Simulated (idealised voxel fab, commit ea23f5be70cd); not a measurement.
You're looking at the process module voxel fin reveal.
Square cells of 5 nm make up the cross-section cut, whose width is 285 nm.
Bands, listed from the top down, are how a cross-section gets written in this document; the cross-section itself is a grid of square cells, and a band is one or more rows of them.
Heads up on the band format: heights come first, top then bottom, in nm. After that it's the materials left to right, each with its width in nm. A single material flagged "all across" fills the whole band edge to edge, and "blank" means there's empty space there.
Beneath 0, the wafer as received is one material, and that level is where height counting begins. The lowest band goes on downward without a bottom; it is written like "0..down".
A width given as "30 to 40" starts at the first number in the band's top row and ends at the second number in its bottom row, shifting by an equal amount at every step from row to row.
Key: "no modifications" - step with no changed cell in the cross-section.
Empty spaces without an open route to the top, at least 8 cells in extent, make up the entry "Closed internal cavities"; each is given as width x height at distance, where the distance is measured from the left edge, and all are in nm.
If you see something after the settings on a step's line, that's the simulator's own remark about that step.
overlay nm: on a step with a mask, how far right of its planned place the mask lay; negative means left.

## Intended process steps
step 1: RECEIVE | material Si
step 2: CONFORMAL_DEP | material SiN | thk nm 5
step 3: DIRECTIONAL_DEP | material aC | thk nm 10
step 4: PATTERN | tone cover | mask id FINS | material resist | width nm 15 | pitch nm 45 | thk nm 30 | overlay nm 0
step 5: DIRECTIONAL_ETCH | etch materials aC | depth nm 10
step 6: STRIP | etch materials resist
step 7: DIRECTIONAL_ETCH | etch materials SiN | depth nm 5
step 8: DIRECTIONAL_ETCH | etch materials Si | depth nm 40
step 9: STRIP | etch materials aC
step 10: FILL_DEP | material SiO2 | thk nm 15
step 11: CMP | height nm 5
step 12: SELECTIVE_ETCH | etch materials SiO2 | depth nm 20
step 13: STRIP | etch materials SiN
step 14: CONFORMAL_DEP | material SiO2 | thk nm 5

## First wafer, two in total, run as planned

## Wafer cross-section on receipt, i.e. after step 1
- 0..down: Si all across
- Closed internal cavities: none

## Sectional view: wafer, after step 2
- 5..0: SiN all across
- At heights below 0, the structure remains unaltered.

## Sectional view: wafer, after step 3
- 15..5: aC all across
- At heights below 5, the structure remains unaltered.

## Sectional view: wafer, after step 4
- 45..15: blank 90 | resist 15 | blank 30 | resist 15 | blank 30 | resist 15 | blank 90
- At heights below 15, the structure remains unaltered.

## Sectional view: wafer, after step 5
- 35..15: blank 90 | resist 15 | blank 30 | resist 15 | blank 30 | resist 15 | blank 90
- 15..5: blank 90 | aC 15 | blank 30 | aC 15 | blank 30 | aC 15 | blank 90
- At heights below 5, the structure remains unaltered.

## Sectional view: wafer, after step 6
- 15..5: blank 90 | aC 15 | blank 30 | aC 15 | blank 30 | aC 15 | blank 90
- At heights below 5, the structure remains unaltered.

## Sectional view: wafer, after step 7
- 15..5: blank 90 | aC 15 | blank 30 | aC 15 | blank 30 | aC 15 | blank 90
- 5..0: blank 90 | SiN 15 | blank 30 | SiN 15 | blank 30 | SiN 15 | blank 90
- At heights below 0, the structure remains unaltered.

## Sectional view: wafer, after step 8
- 15..5: blank 90 | aC 15 | blank 30 | aC 15 | blank 30 | aC 15 | blank 90
- 5..0: blank 90 | SiN 15 | blank 30 | SiN 15 | blank 30 | SiN 15 | blank 90
- 0..-40: blank 90 | Si 15 | blank 30 | Si 15 | blank 30 | Si 15 | blank 90
- At heights below -40, the structure remains unaltered.

## Sectional view: wafer, after step 9
- 5..0: blank 90 | SiN 15 | blank 30 | SiN 15 | blank 30 | SiN 15 | blank 90
- At heights below 0, the structure remains unaltered.

## Sectional view: wafer, after step 10
- 20..5: SiO2 all across
- 5..0: SiO2 90 | SiN 15 | SiO2 30 | SiN 15 | SiO2 30 | SiN 15 | SiO2 90
- 0..-40: SiO2 90 | Si 15 | SiO2 30 | Si 15 | SiO2 30 | Si 15 | SiO2 90
- At heights below -40, the structure remains unaltered.

## Sectional view: wafer, after step 11
- 5..0: SiO2 90 | SiN 15 | SiO2 30 | SiN 15 | SiO2 30 | SiN 15 | SiO2 90
- At heights below 0, the structure remains unaltered.

## Sectional view: wafer, after step 12
- 5..0: blank 90 | SiN 15 | blank 30 | SiN 15 | blank 30 | SiN 15 | blank 90
- 0..-15: blank 90 | Si 15 | blank 30 | Si 15 | blank 30 | Si 15 | blank 90
- At heights below -15, the structure remains unaltered.

## Sectional view: wafer, after step 13
- 0..-15: blank 90 | Si 15 | blank 30 | Si 15 | blank 30 | Si 15 | blank 90
- At heights below -15, the structure remains unaltered.

## Sectional view: wafer, after step 14
- 5..0: blank 85 | SiO2 25 | blank 20 | SiO2 25 | blank 20 | SiO2 25 | blank 85
- 0..-10: blank 85 | SiO2 5 | Si 15 | SiO2 5 | blank 20 | SiO2 5 | Si 15 | SiO2 5 | blank 20 | SiO2 5 | Si 15 | SiO2 5 | blank 85
- -10..-40: SiO2 90 | Si 15 | SiO2 30 | Si 15 | SiO2 30 | Si 15 | SiO2 90
- At heights below -40, the structure remains unaltered.

## It is to be noted that the second wafer proceeded from the same initial state and according to the same plan as the first, although one mistake was committed in its execution; through step 7, inclusive, the two wafers share an identical history

## Look at the second wafer in cross-section at the time step 8 ought to have finished
- 15..5: blank 90 | aC 15 | blank 30 | aC 15 | blank 30 | aC 15 | blank 90
- 5..0: blank 90 | SiN 15 | blank 30 | SiN 15 | blank 30 | SiN 15 | blank 90
- 0..-35: blank 90 | Si 15 | blank 30 | Si 15 | blank 30 | Si 15 | blank 90
- At heights below -35, the structure remains unaltered.

## Look at the second wafer in cross-section at the time step 9 ought to have finished
- 5..0: blank 90 | SiN 15 | blank 30 | SiN 15 | blank 30 | SiN 15 | blank 90
- At heights below 0, the structure remains unaltered.

## Look at the second wafer in cross-section at the time step 10 ought to have finished
- 20..5: SiO2 all across
- 5..0: SiO2 90 | SiN 15 | SiO2 30 | SiN 15 | SiO2 30 | SiN 15 | SiO2 90
- 0..-35: SiO2 90 | Si 15 | SiO2 30 | Si 15 | SiO2 30 | Si 15 | SiO2 90
- At heights below -35, the structure remains unaltered.

## Look at the second wafer in cross-section at the time step 11 ought to have finished
- 5..0: SiO2 90 | SiN 15 | SiO2 30 | SiN 15 | SiO2 30 | SiN 15 | SiO2 90
- At heights below 0, the structure remains unaltered.

## Look at the second wafer in cross-section at the time step 12 ought to have finished
- 5..0: blank 90 | SiN 15 | blank 30 | SiN 15 | blank 30 | SiN 15 | blank 90
- 0..-15: blank 90 | Si 15 | blank 30 | Si 15 | blank 30 | Si 15 | blank 90
- At heights below -15, the structure remains unaltered.

## Look at the second wafer in cross-section at the time step 13 ought to have finished
- 0..-15: blank 90 | Si 15 | blank 30 | Si 15 | blank 30 | Si 15 | blank 90
- At heights below -15, the structure remains unaltered.

## Look at the second wafer in cross-section at the time step 14 ought to have finished
- 5..0: blank 85 | SiO2 25 | blank 20 | SiO2 25 | blank 20 | SiO2 25 | blank 85
- 0..-10: blank 85 | SiO2 5 | Si 15 | SiO2 5 | blank 20 | SiO2 5 | Si 15 | SiO2 5 | blank 20 | SiO2 5 | Si 15 | SiO2 5 | blank 85
- -10..-35: SiO2 90 | Si 15 | SiO2 30 | Si 15 | SiO2 30 | Si 15 | SiO2 90
- At heights below -35, the structure remains unaltered.
What went wrong in running the wafer? not per plan at step 8, really ran DIRECTIONAL_ETCH | etch materials Si | depth nm 35
Final cells, second wafer relative to first, materials higher or lower: 48 more of Si, 48 fewer of SiO2
